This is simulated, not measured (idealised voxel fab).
process module | voxel transistor to metal
cross-section cut | 185 nm wide | cells 5 nm
A cross-section is a grid of square cells, given in bands from the top down. A band is one or more rows of cells.
Each band's line starts with the height of the band's top and of its bottom, in nm. Then come its materials from left to right, each with its width in nm. One material with "throughout" fills the band from edge to edge. "air" is empty space.
Height 0 is the level under which the wafer as received is all one material. The lowest band goes on downwards, as in "0 down".
A width such as "30 to 40" changes by the same amount from each row of cells to the next, from the band's top row to its bottom row.
"no change" after a step means that no cell of the cross-section changed.
closed voids: empty space of 8 cells or more with no open way to the top, each as width x height at its distance from the left edge, in nm
after a step's settings: what the simulator itself notes on the step
overlay nm, on a step with a mask: how far to the right of its planned place the mask lay; to the left if negative
plan
1 op RECEIVE | material Si
2 op CONFORMAL_DEP | material SiO2 | thk nm 5
3 op CONFORMAL_DEP | material SiN | thk nm 10
4 op PATTERN | tone cover | mask id ACTIVE | material resist | width nm 95 | thk nm 20 | overlay nm 0
5 op DIRECTIONAL_ETCH | etch materials SiN | depth nm 10
6 op DIRECTIONAL_ETCH | etch materials SiO2 | depth nm 5
7 op DIRECTIONAL_ETCH | etch materials Si | depth nm 35
8 op STRIP | etch materials resist
9 op FILL_DEP | material SiO2 | thk nm 5
10 op CMP | height nm 15
11 op SELECTIVE_ETCH | etch materials SiO2 | depth nm 10
12 op STRIP | etch materials SiN
13 op SELECTIVE_ETCH | etch materials SiO2 | depth nm 5
14 op OXIDIZE | depth nm 5
15 op DIRECTIONAL_DEP | material polySi | thk nm 25
16 op DIRECTIONAL_DEP | material SiCN | thk nm 10
17 op DIRECTIONAL_DEP | material aC | thk nm 10
18 op PATTERN | tone cover | mask id GATE | material resist | width nm 25 | thk nm 30 | overlay nm 0
19 op DIRECTIONAL_ETCH | etch materials aC | depth nm 10
20 op STRIP | etch materials resist
21 op DIRECTIONAL_ETCH | etch materials SiCN | depth nm 20
22 op DIRECTIONAL_ETCH | etch materials polySi | depth nm 35
23 op STRIP | etch materials aC
24 op CONFORMAL_DEP | material SiN | thk nm 5
25 op DIRECTIONAL_ETCH | etch materials SiN | depth nm 5
26 op DIRECTIONAL_ETCH | etch materials SiO2 | depth nm 5
27 op DIRECTIONAL_ETCH | etch materials Si | depth nm 10
28 op EPI | material pSi | thk nm 10
29 op FILL_DEP | material SiO2 | thk nm 10
30 op CMP | height nm 25
31 op STRIP | etch materials polySi
32 op SELECTIVE_ETCH | etch materials SiO2 | depth nm 5
33 op CONFORMAL_DEP | material HfO2 | thk nm 5
34 op CONFORMAL_DEP | material TiN | thk nm 5
35 op FILL_DEP | material W | thk nm 5
36 op CMP | height nm 20
37 op DIRECTIONAL_DEP | material SiO2 | thk nm 10
38 op PATTERN | tone open | mask id CONTACT | material resist | width nm 15 | pitch nm 70 | thk nm 15 | overlay nm 0
39 op DIRECTIONAL_ETCH | etch materials SiO2 | depth nm 35
40 op STRIP | etch materials resist
41 op CONFORMAL_DEP | material TiN | thk nm 5
42 op FILL_DEP | material Ru | thk nm 5
43 op CMP | height nm 30
44 op CONFORMAL_DEP | material SiN | thk nm 5
45 op DIRECTIONAL_DEP | material SiO2 | thk nm 15
46 op PATTERN | tone open | mask id METAL_1 | material resist | width nm 15 | pitch nm 70 | thk nm 20 | overlay nm 0
47 op DIRECTIONAL_ETCH | etch materials SiO2 | depth nm 15
48 op DIRECTIONAL_ETCH | etch materials SiN | depth nm 5
49 op STRIP | etch materials resist
50 op CONFORMAL_DEP | material TiN | thk nm 5
51 op FILL_DEP | material Cu | thk nm 5
52 op CMP | height nm 50
53 op EPI | material Ru | thk nm 5
54 op FILL_DEP | material SiCN | thk nm 5
55 op DIRECTIONAL_DEP | material lowk | thk nm 30
56 op MASKED_ETCH | tone open | mask id METAL_2 | width nm 15 | pitch nm 70 | etch materials lowk | depth nm 20 | overlay nm 0
57 op MASKED_ETCH | tone open | mask id METAL_2_HOLES | width nm 15 | pitch nm 70 | etch materials lowk | depth nm 10 | overlay nm 0
58 op MASKED_ETCH | tone open | mask id METAL_2_HOLES | width nm 15 | pitch nm 70 | etch materials SiCN | depth nm 5 | overlay nm 0
59 op CONFORMAL_DEP | material TiN | thk nm 5
60 op FILL_DEP | material Cu | thk nm 5
61 op CMP | height nm 90
62 op CONFORMAL_DEP | material SiN | thk nm 5
first wafer, as planned
as received, after step 1
  0 down: Si throughout
  closed voids: none
after step 2
  5 to 0: SiO2 throughout
  below 0: unchanged
after step 3
  15 to 5: SiN throughout
  below 5: unchanged
after step 4
  35 to 15: air 45 | resist 95 | air 45
  below 15: unchanged
after step 5
  35 to 15: air 45 | resist 95 | air 45
  15 to 5: air 45 | SiN 95 | air 45
  below 5: unchanged
after step 6
  35 to 15: air 45 | resist 95 | air 45
  15 to 5: air 45 | SiN 95 | air 45
  5 to 0: air 45 | SiO2 95 | air 45
  below 0: unchanged
after step 7
  35 to 15: air 45 | resist 95 | air 45
  15 to 5: air 45 | SiN 95 | air 45
  5 to 0: air 45 | SiO2 95 | air 45
  0 to -35: air 45 | Si 95 | air 45
  below -35: unchanged
after step 8
  15 to 5: air 45 | SiN 95 | air 45
  below 5: unchanged
after step 9
  20 to 15: SiO2 throughout
  15 to 5: SiO2 45 | SiN 95 | SiO2 45
  5 to 0: SiO2 throughout
  0 to -35: SiO2 45 | Si 95 | SiO2 45
  below -35: unchanged
after step 10
  15 to 5: SiO2 45 | SiN 95 | SiO2 45
  below 5: unchanged
after step 11
  15 to 5: air 45 | SiN 95 | air 45
  below 5: unchanged
after step 12
  5 to 0: SiO2 throughout
  below 0: unchanged
after step 13
  0 to -35: SiO2 45 | Si 95 | SiO2 45
  below -35: unchanged
after step 14
  0 to -5: SiO2 throughout
  below -5: unchanged
after step 15
  25 to 0: polySi throughout
  below 0: unchanged
after step 16
  35 to 25: SiCN throughout
  below 25: unchanged
after step 17
  45 to 35: aC throughout
  below 35: unchanged
after step 18
  75 to 45: air 80 | resist 25 | air 80
  below 45: unchanged
after step 19
  65 to 45: air 80 | resist 25 | air 80
  45 to 35: air 80 | aC 25 | air 80
  below 35: unchanged
after step 20
  45 to 35: air 80 | aC 25 | air 80
  below 35: unchanged
after step 21
  45 to 35: air 80 | aC 25 | air 80
  35 to 25: air 80 | SiCN 25 | air 80
  below 25: unchanged
after step 22
  45 to 35: air 80 | aC 25 | air 80
  35 to 25: air 80 | SiCN 25 | air 80
  25 to 0: air 80 | polySi 25 | air 80
  below 0: unchanged
after step 23
  35 to 25: air 80 | SiCN 25 | air 80
  below 25: unchanged
after step 24
  40 to 35: air 75 | SiN 35 | air 75
  35 to 25: air 75 | SiN 5 | SiCN 25 | SiN 5 | air 75
  25 to 5: air 75 | SiN 5 | polySi 25 | SiN 5 | air 75
  5 to 0: SiN 80 | polySi 25 | SiN 80
  below 0: unchanged
after step 25
  35 to 25: air 75 | SiN 5 | SiCN 25 | SiN 5 | air 75
  25 to 0: air 75 | SiN 5 | polySi 25 | SiN 5 | air 75
  below 0: unchanged
after step 26
  35 to 25: air 75 | SiN 5 | SiCN 25 | SiN 5 | air 75
  25 to 0: air 75 | SiN 5 | polySi 25 | SiN 5 | air 75
  0 to -5: air 75 | SiO2 35 | air 75
  below -5: unchanged
after step 27
  35 to 25: air 75 | SiN 5 | SiCN 25 | SiN 5 | air 75
  25 to 0: air 75 | SiN 5 | polySi 25 | SiN 5 | air 75
  0 to -5: air 75 | SiO2 35 | air 75
  -5 to -15: SiO2 45 | air 30 | Si 35 | air 30 | SiO2 45
  below -15: unchanged
after step 28
  35 to 25: air 75 | SiN 5 | SiCN 25 | SiN 5 | air 75
  25 to 5: air 75 | SiN 5 | polySi 25 | SiN 5 | air 75
  5 to 0: air 65 | pSi 10 | SiN 5 | polySi 25 | SiN 5 | pSi 10 | air 65
  0 to -5: air 65 | pSi 10 | SiO2 35 | pSi 10 | air 65
  -5 to -15: SiO2 45 | pSi 30 | Si 35 | pSi 30 | SiO2 45
  below -15: unchanged
after step 29
  45 to 35: SiO2 throughout
  35 to 25: SiO2 75 | SiN 5 | SiCN 25 | SiN 5 | SiO2 75
  25 to 5: SiO2 75 | SiN 5 | polySi 25 | SiN 5 | SiO2 75
  5 to 0: SiO2 65 | pSi 10 | SiN 5 | polySi 25 | SiN 5 | pSi 10 | SiO2 65
  0 to -5: SiO2 65 | pSi 10 | SiO2 35 | pSi 10 | SiO2 65
  below -5: unchanged
after step 30
  25 to 5: SiO2 75 | SiN 5 | polySi 25 | SiN 5 | SiO2 75
  below 5: unchanged
after step 31
  25 to 5: SiO2 75 | SiN 5 | air 25 | SiN 5 | SiO2 75
  5 to 0: SiO2 65 | pSi 10 | SiN 5 | air 25 | SiN 5 | pSi 10 | SiO2 65
  below 0: unchanged
after step 32
  25 to 20: air 75 | SiN 5 | air 25 | SiN 5 | air 75
  20 to 5: SiO2 75 | SiN 5 | air 25 | SiN 5 | SiO2 75
  5 to 0: SiO2 65 | pSi 10 | SiN 5 | air 25 | SiN 5 | pSi 10 | SiO2 65
  0 to -5: SiO2 65 | pSi 10 | air 35 | pSi 10 | SiO2 65
  below -5: unchanged
after step 33
  30 to 25: air 70 | HfO2 15 | air 15 | HfO2 15 | air 70
  25 to 20: HfO2 75 | SiN 5 | HfO2 5 | air 15 | HfO2 5 | SiN 5 | HfO2 75
  20 to 5: SiO2 75 | SiN 5 | HfO2 5 | air 15 | HfO2 5 | SiN 5 | SiO2 75
  5 to 0: SiO2 65 | pSi 10 | SiN 5 | HfO2 5 | air 15 | HfO2 5 | SiN 5 | pSi 10 | SiO2 65
  0 to -5: SiO2 65 | pSi 10 | HfO2 35 | pSi 10 | SiO2 65
  below -5: unchanged
after step 34
  35 to 30: air 65 | TiN 25 | air 5 | TiN 25 | air 65
  30 to 25: TiN 70 | HfO2 15 | TiN 5 | air 5 | TiN 5 | HfO2 15 | TiN 70
  25 to 20: HfO2 75 | SiN 5 | HfO2 5 | TiN 5 | air 5 | TiN 5 | HfO2 5 | SiN 5 | HfO2 75
  20 to 5: SiO2 75 | SiN 5 | HfO2 5 | TiN 5 | air 5 | TiN 5 | HfO2 5 | SiN 5 | SiO2 75
  5 to 0: SiO2 65 | pSi 10 | SiN 5 | HfO2 5 | TiN 15 | HfO2 5 | SiN 5 | pSi 10 | SiO2 65
  below 0: unchanged
after step 35
  40 to 35: W throughout
  35 to 30: W 65 | TiN 25 | W 5 | TiN 25 | W 65
  30 to 25: TiN 70 | HfO2 15 | TiN 5 | W 5 | TiN 5 | HfO2 15 | TiN 70
  25 to 20: HfO2 75 | SiN 5 | HfO2 5 | TiN 5 | W 5 | TiN 5 | HfO2 5 | SiN 5 | HfO2 75
  20 to 5: SiO2 75 | SiN 5 | HfO2 5 | TiN 5 | W 5 | TiN 5 | HfO2 5 | SiN 5 | SiO2 75
  below 5: unchanged
after step 36
  20 to 5: SiO2 75 | SiN 5 | HfO2 5 | TiN 5 | W 5 | TiN 5 | HfO2 5 | SiN 5 | SiO2 75
  below 5: unchanged
after step 37
  30 to 20: SiO2 throughout
  below 20: unchanged
after step 38
  45 to 30: resist 50 | air 15 | resist 55 | air 15 | resist 50
  below 30: unchanged
after step 39
  45 to 30: resist 50 | air 15 | resist 55 | air 15 | resist 50
  30 to 20: SiO2 50 | air 15 | SiO2 55 | air 15 | SiO2 50
  20 to 5: SiO2 50 | air 15 | SiO2 10 | SiN 5 | HfO2 5 | TiN 5 | W 5 | TiN 5 | HfO2 5 | SiN 5 | SiO2 10 | air 15 | SiO2 50
  5 to 0: SiO2 50 | air 15 | pSi 10 | SiN 5 | HfO2 5 | TiN 15 | HfO2 5 | SiN 5 | pSi 10 | air 15 | SiO2 50
  0 to -5: SiO2 50 | air 15 | pSi 10 | HfO2 35 | pSi 10 | air 15 | SiO2 50
  below -5: unchanged
after step 40
  30 to 20: SiO2 50 | air 15 | SiO2 55 | air 15 | SiO2 50
  below 20: unchanged
after step 41
  35 to 30: TiN 55 | air 5 | TiN 65 | air 5 | TiN 55
  30 to 20: SiO2 50 | TiN 5 | air 5 | TiN 5 | SiO2 55 | TiN 5 | air 5 | TiN 5 | SiO2 50
  20 to 5: SiO2 50 | TiN 5 | air 5 | TiN 5 | SiO2 10 | SiN 5 | HfO2 5 | TiN 5 | W 5 | TiN 5 | HfO2 5 | SiN 5 | SiO2 10 | TiN 5 | air 5 | TiN 5 | SiO2 50
  5 to 0: SiO2 50 | TiN 5 | air 5 | TiN 5 | pSi 10 | SiN 5 | HfO2 5 | TiN 15 | HfO2 5 | SiN 5 | pSi 10 | TiN 5 | air 5 | TiN 5 | SiO2 50
  0 to -5: SiO2 50 | TiN 15 | pSi 10 | HfO2 35 | pSi 10 | TiN 15 | SiO2 50
  below -5: unchanged
after step 42
  40 to 35: Ru throughout
  35 to 30: TiN 55 | Ru 5 | TiN 65 | Ru 5 | TiN 55
  30 to 20: SiO2 50 | TiN 5 | Ru 5 | TiN 5 | SiO2 55 | TiN 5 | Ru 5 | TiN 5 | SiO2 50
  20 to 5: SiO2 50 | TiN 5 | Ru 5 | TiN 5 | SiO2 10 | SiN 5 | HfO2 5 | TiN 5 | W 5 | TiN 5 | HfO2 5 | SiN 5 | SiO2 10 | TiN 5 | Ru 5 | TiN 5 | SiO2 50
  5 to 0: SiO2 50 | TiN 5 | Ru 5 | TiN 5 | pSi 10 | SiN 5 | HfO2 5 | TiN 15 | HfO2 5 | SiN 5 | pSi 10 | TiN 5 | Ru 5 | TiN 5 | SiO2 50
  below 0: unchanged
after step 43
  30 to 20: SiO2 50 | TiN 5 | Ru 5 | TiN 5 | SiO2 55 | TiN 5 | Ru 5 | TiN 5 | SiO2 50
  below 20: unchanged
after step 44
  35 to 30: SiN throughout
  below 30: unchanged
after step 45
  50 to 35: SiO2 throughout
  below 35: unchanged
after step 46
  70 to 50: resist 50 | air 15 | resist 55 | air 15 | resist 50
  below 50: unchanged
after step 47
  70 to 50: resist 50 | air 15 | resist 55 | air 15 | resist 50
  50 to 35: SiO2 50 | air 15 | SiO2 55 | air 15 | SiO2 50
  below 35: unchanged
after step 48
  70 to 50: resist 50 | air 15 | resist 55 | air 15 | resist 50
  50 to 35: SiO2 50 | air 15 | SiO2 55 | air 15 | SiO2 50
  35 to 30: SiN 50 | air 15 | SiN 55 | air 15 | SiN 50
  below 30: unchanged
after step 49
  50 to 35: SiO2 50 | air 15 | SiO2 55 | air 15 | SiO2 50
  below 35: unchanged
after step 50
  55 to 50: TiN 55 | air 5 | TiN 65 | air 5 | TiN 55
  50 to 35: SiO2 50 | TiN 5 | air 5 | TiN 5 | SiO2 55 | TiN 5 | air 5 | TiN 5 | SiO2 50
  35 to 30: SiN 50 | TiN 15 | SiN 55 | TiN 15 | SiN 50
  below 30: unchanged
after step 51
  60 to 55: Cu throughout
  55 to 50: TiN 55 | Cu 5 | TiN 65 | Cu 5 | TiN 55
  50 to 35: SiO2 50 | TiN 5 | Cu 5 | TiN 5 | SiO2 55 | TiN 5 | Cu 5 | TiN 5 | SiO2 50
  below 35: unchanged
after step 52
  50 to 35: SiO2 50 | TiN 5 | Cu 5 | TiN 5 | SiO2 55 | TiN 5 | Cu 5 | TiN 5 | SiO2 50
  below 35: unchanged
after step 53
  55 to 50: air 45 | Ru 25 | air 45 | Ru 25 | air 45
  below 50: unchanged
after step 54
  60 to 55: SiCN throughout
  55 to 50: SiCN 45 | Ru 25 | SiCN 45 | Ru 25 | SiCN 45
  below 50: unchanged
after step 55
  90 to 60: lowk throughout
  below 60: unchanged
after step 56
  90 to 70: lowk 50 | air 15 | lowk 55 | air 15 | lowk 50
  below 70: unchanged
after step 57
  90 to 60: lowk 50 | air 15 | lowk 55 | air 15 | lowk 50
  below 60: unchanged
after step 58
  90 to 60: lowk 50 | air 15 | lowk 55 | air 15 | lowk 50
  60 to 55: SiCN 50 | air 15 | SiCN 55 | air 15 | SiCN 50
  below 55: unchanged
after step 59
  95 to 90: TiN 55 | air 5 | TiN 65 | air 5 | TiN 55
  90 to 60: lowk 50 | TiN 5 | air 5 | TiN 5 | lowk 55 | TiN 5 | air 5 | TiN 5 | lowk 50
  60 to 55: SiCN 50 | TiN 15 | SiCN 55 | TiN 15 | SiCN 50
  below 55: unchanged
after step 60
  100 to 95: Cu throughout
  95 to 90: TiN 55 | Cu 5 | TiN 65 | Cu 5 | TiN 55
  90 to 60: lowk 50 | TiN 5 | Cu 5 | TiN 5 | lowk 55 | TiN 5 | Cu 5 | TiN 5 | lowk 50
  below 60: unchanged
after step 61
  90 to 60: lowk 50 | TiN 5 | Cu 5 | TiN 5 | lowk 55 | TiN 5 | Cu 5 | TiN 5 | lowk 50
  below 60: unchanged
after step 62
  95 to 90: SiN throughout
  below 90: unchanged
second wafer: like start, like plan, one mistake. Through step 6 it matches the first wafer
when step 7 should have ended
  35 to 15: air 45 | resist 95 | air 45
  15 to 5: air 45 | SiN 95 | air 45
  5 to 0: air 45 | SiO2 95 | air 45
  0 to -70: air 45 | Si 95 | air 45
  below -70: unchanged
when step 8 should have ended
  15 to 5: air 45 | SiN 95 | air 45
  below 5: unchanged
when step 9 should have ended
  20 to 15: SiO2 throughout
  15 to 5: SiO2 45 | SiN 95 | SiO2 45
  5 to 0: SiO2 throughout
  0 to -70: SiO2 45 | Si 95 | SiO2 45
  below -70: unchanged
when step 10 should have ended
  15 to 5: SiO2 45 | SiN 95 | SiO2 45
  below 5: unchanged
when step 11 should have ended
  15 to 5: air 45 | SiN 95 | air 45
  below 5: unchanged
when step 12 should have ended
  5 to 0: SiO2 throughout
  below 0: unchanged
when step 13 should have ended
  0 to -70: SiO2 45 | Si 95 | SiO2 45
  below -70: unchanged
when step 14 should have ended
  0 to -5: SiO2 throughout
  below -5: unchanged
when step 15 should have ended
  25 to 0: polySi throughout
  below 0: unchanged
when step 16 should have ended
  35 to 25: SiCN throughout
  below 25: unchanged
when step 17 should have ended
  45 to 35: aC throughout
  below 35: unchanged
when step 18 should have ended
  75 to 45: air 80 | resist 25 | air 80
  below 45: unchanged
when step 19 should have ended
  65 to 45: air 80 | resist 25 | air 80
  45 to 35: air 80 | aC 25 | air 80
  below 35: unchanged
when step 20 should have ended
  45 to 35: air 80 | aC 25 | air 80
  below 35: unchanged
when step 21 should have ended
  45 to 35: air 80 | aC 25 | air 80
  35 to 25: air 80 | SiCN 25 | air 80
  below 25: unchanged
when step 22 should have ended
  45 to 35: air 80 | aC 25 | air 80
  35 to 25: air 80 | SiCN 25 | air 80
  25 to 0: air 80 | polySi 25 | air 80
  below 0: unchanged
when step 23 should have ended
  35 to 25: air 80 | SiCN 25 | air 80
  below 25: unchanged
when step 24 should have ended
  40 to 35: air 75 | SiN 35 | air 75
  35 to 25: air 75 | SiN 5 | SiCN 25 | SiN 5 | air 75
  25 to 5: air 75 | SiN 5 | polySi 25 | SiN 5 | air 75
  5 to 0: SiN 80 | polySi 25 | SiN 80
  below 0: unchanged
when step 25 should have ended
  35 to 25: air 75 | SiN 5 | SiCN 25 | SiN 5 | air 75
  25 to 0: air 75 | SiN 5 | polySi 25 | SiN 5 | air 75
  below 0: unchanged
when step 26 should have ended
  35 to 25: air 75 | SiN 5 | SiCN 25 | SiN 5 | air 75
  25 to 0: air 75 | SiN 5 | polySi 25 | SiN 5 | air 75
  0 to -5: air 75 | SiO2 35 | air 75
  below -5: unchanged
when step 27 should have ended
  35 to 25: air 75 | SiN 5 | SiCN 25 | SiN 5 | air 75
  25 to 0: air 75 | SiN 5 | polySi 25 | SiN 5 | air 75
  0 to -5: air 75 | SiO2 35 | air 75
  -5 to -15: SiO2 45 | air 30 | Si 35 | air 30 | SiO2 45
  below -15: unchanged
when step 28 should have ended
  35 to 25: air 75 | SiN 5 | SiCN 25 | SiN 5 | air 75
  25 to 5: air 75 | SiN 5 | polySi 25 | SiN 5 | air 75
  5 to 0: air 65 | pSi 10 | SiN 5 | polySi 25 | SiN 5 | pSi 10 | air 65
  0 to -5: air 65 | pSi 10 | SiO2 35 | pSi 10 | air 65
  -5 to -15: SiO2 45 | pSi 30 | Si 35 | pSi 30 | SiO2 45
  below -15: unchanged
when step 29 should have ended
  45 to 35: SiO2 throughout
  35 to 25: SiO2 75 | SiN 5 | SiCN 25 | SiN 5 | SiO2 75
  25 to 5: SiO2 75 | SiN 5 | polySi 25 | SiN 5 | SiO2 75
  5 to 0: SiO2 65 | pSi 10 | SiN 5 | polySi 25 | SiN 5 | pSi 10 | SiO2 65
  0 to -5: SiO2 65 | pSi 10 | SiO2 35 | pSi 10 | SiO2 65
  below -5: unchanged
when step 30 should have ended
  25 to 5: SiO2 75 | SiN 5 | polySi 25 | SiN 5 | SiO2 75
  below 5: unchanged
when step 31 should have ended
  25 to 5: SiO2 75 | SiN 5 | air 25 | SiN 5 | SiO2 75
  5 to 0: SiO2 65 | pSi 10 | SiN 5 | air 25 | SiN 5 | pSi 10 | SiO2 65
  below 0: unchanged
when step 32 should have ended
  25 to 20: air 75 | SiN 5 | air 25 | SiN 5 | air 75
  20 to 5: SiO2 75 | SiN 5 | air 25 | SiN 5 | SiO2 75
  5 to 0: SiO2 65 | pSi 10 | SiN 5 | air 25 | SiN 5 | pSi 10 | SiO2 65
  0 to -5: SiO2 65 | pSi 10 | air 35 | pSi 10 | SiO2 65
  below -5: unchanged
when step 33 should have ended
  30 to 25: air 70 | HfO2 15 | air 15 | HfO2 15 | air 70
  25 to 20: HfO2 75 | SiN 5 | HfO2 5 | air 15 | HfO2 5 | SiN 5 | HfO2 75
  20 to 5: SiO2 75 | SiN 5 | HfO2 5 | air 15 | HfO2 5 | SiN 5 | SiO2 75
  5 to 0: SiO2 65 | pSi 10 | SiN 5 | HfO2 5 | air 15 | HfO2 5 | SiN 5 | pSi 10 | SiO2 65
  0 to -5: SiO2 65 | pSi 10 | HfO2 35 | pSi 10 | SiO2 65
  below -5: unchanged
when step 34 should have ended
  35 to 30: air 65 | TiN 25 | air 5 | TiN 25 | air 65
  30 to 25: TiN 70 | HfO2 15 | TiN 5 | air 5 | TiN 5 | HfO2 15 | TiN 70
  25 to 20: HfO2 75 | SiN 5 | HfO2 5 | TiN 5 | air 5 | TiN 5 | HfO2 5 | SiN 5 | HfO2 75
  20 to 5: SiO2 75 | SiN 5 | HfO2 5 | TiN 5 | air 5 | TiN 5 | HfO2 5 | SiN 5 | SiO2 75
  5 to 0: SiO2 65 | pSi 10 | SiN 5 | HfO2 5 | TiN 15 | HfO2 5 | SiN 5 | pSi 10 | SiO2 65
  below 0: unchanged
when step 35 should have ended
  40 to 35: W throughout
  35 to 30: W 65 | TiN 25 | W 5 | TiN 25 | W 65
  30 to 25: TiN 70 | HfO2 15 | TiN 5 | W 5 | TiN 5 | HfO2 15 | TiN 70
  25 to 20: HfO2 75 | SiN 5 | HfO2 5 | TiN 5 | W 5 | TiN 5 | HfO2 5 | SiN 5 | HfO2 75
  20 to 5: SiO2 75 | SiN 5 | HfO2 5 | TiN 5 | W 5 | TiN 5 | HfO2 5 | SiN 5 | SiO2 75
  below 5: unchanged
when step 36 should have ended
  20 to 5: SiO2 75 | SiN 5 | HfO2 5 | TiN 5 | W 5 | TiN 5 | HfO2 5 | SiN 5 | SiO2 75
  below 5: unchanged
when step 37 should have ended
  30 to 20: SiO2 throughout
  below 20: unchanged
when step 38 should have ended
  45 to 30: resist 50 | air 15 | resist 55 | air 15 | resist 50
  below 30: unchanged
when step 39 should have ended
  45 to 30: resist 50 | air 15 | resist 55 | air 15 | resist 50
  30 to 20: SiO2 50 | air 15 | SiO2 55 | air 15 | SiO2 50
  20 to 5: SiO2 50 | air 15 | SiO2 10 | SiN 5 | HfO2 5 | TiN 5 | W 5 | TiN 5 | HfO2 5 | SiN 5 | SiO2 10 | air 15 | SiO2 50
  5 to 0: SiO2 50 | air 15 | pSi 10 | SiN 5 | HfO2 5 | TiN 15 | HfO2 5 | SiN 5 | pSi 10 | air 15 | SiO2 50
  0 to -5: SiO2 50 | air 15 | pSi 10 | HfO2 35 | pSi 10 | air 15 | SiO2 50
  below -5: unchanged
when step 40 should have ended
  30 to 20: SiO2 50 | air 15 | SiO2 55 | air 15 | SiO2 50
  below 20: unchanged
when step 41 should have ended
  35 to 30: TiN 55 | air 5 | TiN 65 | air 5 | TiN 55
  30 to 20: SiO2 50 | TiN 5 | air 5 | TiN 5 | SiO2 55 | TiN 5 | air 5 | TiN 5 | SiO2 50
  20 to 5: SiO2 50 | TiN 5 | air 5 | TiN 5 | SiO2 10 | SiN 5 | HfO2 5 | TiN 5 | W 5 | TiN 5 | HfO2 5 | SiN 5 | SiO2 10 | TiN 5 | air 5 | TiN 5 | SiO2 50
  5 to 0: SiO2 50 | TiN 5 | air 5 | TiN 5 | pSi 10 | SiN 5 | HfO2 5 | TiN 15 | HfO2 5 | SiN 5 | pSi 10 | TiN 5 | air 5 | TiN 5 | SiO2 50
  0 to -5: SiO2 50 | TiN 15 | pSi 10 | HfO2 35 | pSi 10 | TiN 15 | SiO2 50
  below -5: unchanged
when step 42 should have ended
  40 to 35: Ru throughout
  35 to 30: TiN 55 | Ru 5 | TiN 65 | Ru 5 | TiN 55
  30 to 20: SiO2 50 | TiN 5 | Ru 5 | TiN 5 | SiO2 55 | TiN 5 | Ru 5 | TiN 5 | SiO2 50
  20 to 5: SiO2 50 | TiN 5 | Ru 5 | TiN 5 | SiO2 10 | SiN 5 | HfO2 5 | TiN 5 | W 5 | TiN 5 | HfO2 5 | SiN 5 | SiO2 10 | TiN 5 | Ru 5 | TiN 5 | SiO2 50
  5 to 0: SiO2 50 | TiN 5 | Ru 5 | TiN 5 | pSi 10 | SiN 5 | HfO2 5 | TiN 15 | HfO2 5 | SiN 5 | pSi 10 | TiN 5 | Ru 5 | TiN 5 | SiO2 50
  below 0: unchanged
when step 43 should have ended
  30 to 20: SiO2 50 | TiN 5 | Ru 5 | TiN 5 | SiO2 55 | TiN 5 | Ru 5 | TiN 5 | SiO2 50
  below 20: unchanged
when step 44 should have ended
  35 to 30: SiN throughout
  below 30: unchanged
when step 45 should have ended
  50 to 35: SiO2 throughout
  below 35: unchanged
when step 46 should have ended
  70 to 50: resist 50 | air 15 | resist 55 | air 15 | resist 50
  below 50: unchanged
when step 47 should have ended
  70 to 50: resist 50 | air 15 | resist 55 | air 15 | resist 50
  50 to 35: SiO2 50 | air 15 | SiO2 55 | air 15 | SiO2 50
  below 35: unchanged
when step 48 should have ended
  70 to 50: resist 50 | air 15 | resist 55 | air 15 | resist 50
  50 to 35: SiO2 50 | air 15 | SiO2 55 | air 15 | SiO2 50
  35 to 30: SiN 50 | air 15 | SiN 55 | air 15 | SiN 50
  below 30: unchanged
when step 49 should have ended
  50 to 35: SiO2 50 | air 15 | SiO2 55 | air 15 | SiO2 50
  below 35: unchanged
when step 50 should have ended
  55 to 50: TiN 55 | air 5 | TiN 65 | air 5 | TiN 55
  50 to 35: SiO2 50 | TiN 5 | air 5 | TiN 5 | SiO2 55 | TiN 5 | air 5 | TiN 5 | SiO2 50
  35 to 30: SiN 50 | TiN 15 | SiN 55 | TiN 15 | SiN 50
  below 30: unchanged
when step 51 should have ended
  60 to 55: Cu throughout
  55 to 50: TiN 55 | Cu 5 | TiN 65 | Cu 5 | TiN 55
  50 to 35: SiO2 50 | TiN 5 | Cu 5 | TiN 5 | SiO2 55 | TiN 5 | Cu 5 | TiN 5 | SiO2 50
  below 35: unchanged
when step 52 should have ended
  50 to 35: SiO2 50 | TiN 5 | Cu 5 | TiN 5 | SiO2 55 | TiN 5 | Cu 5 | TiN 5 | SiO2 50
  below 35: unchanged
when step 53 should have ended
  55 to 50: air 45 | Ru 25 | air 45 | Ru 25 | air 45
  below 50: unchanged
when step 54 should have ended
  60 to 55: SiCN throughout
  55 to 50: SiCN 45 | Ru 25 | SiCN 45 | Ru 25 | SiCN 45
  below 50: unchanged
when step 55 should have ended
  90 to 60: lowk throughout
  below 60: unchanged
when step 56 should have ended
  90 to 70: lowk 50 | air 15 | lowk 55 | air 15 | lowk 50
  below 70: unchanged
when step 57 should have ended
  90 to 60: lowk 50 | air 15 | lowk 55 | air 15 | lowk 50
  below 60: unchanged
when step 58 should have ended
  90 to 60: lowk 50 | air 15 | lowk 55 | air 15 | lowk 50
  60 to 55: SiCN 50 | air 15 | SiCN 55 | air 15 | SiCN 50
  below 55: unchanged
when step 59 should have ended
  95 to 90: TiN 55 | air 5 | TiN 65 | air 5 | TiN 55
  90 to 60: lowk 50 | TiN 5 | air 5 | TiN 5 | lowk 55 | TiN 5 | air 5 | TiN 5 | lowk 50
  60 to 55: SiCN 50 | TiN 15 | SiCN 55 | TiN 15 | SiCN 50
  below 55: unchanged
when step 60 should have ended
  100 to 95: Cu throughout
  95 to 90: TiN 55 | Cu 5 | TiN 65 | Cu 5 | TiN 55
  90 to 60: lowk 50 | TiN 5 | Cu 5 | TiN 5 | lowk 55 | TiN 5 | Cu 5 | TiN 5 | lowk 50
  below 60: unchanged
when step 61 should have ended
  90 to 60: lowk 50 | TiN 5 | Cu 5 | TiN 5 | lowk 55 | TiN 5 | Cu 5 | TiN 5 | lowk 50
  below 60: unchanged
when step 62 should have ended
  95 to 90: SiN throughout
  below 90: unchanged
what went wrong: step 7 was run twice
at the end the second wafer has, in cells: 126 fewer of Si | 126 more of SiO2
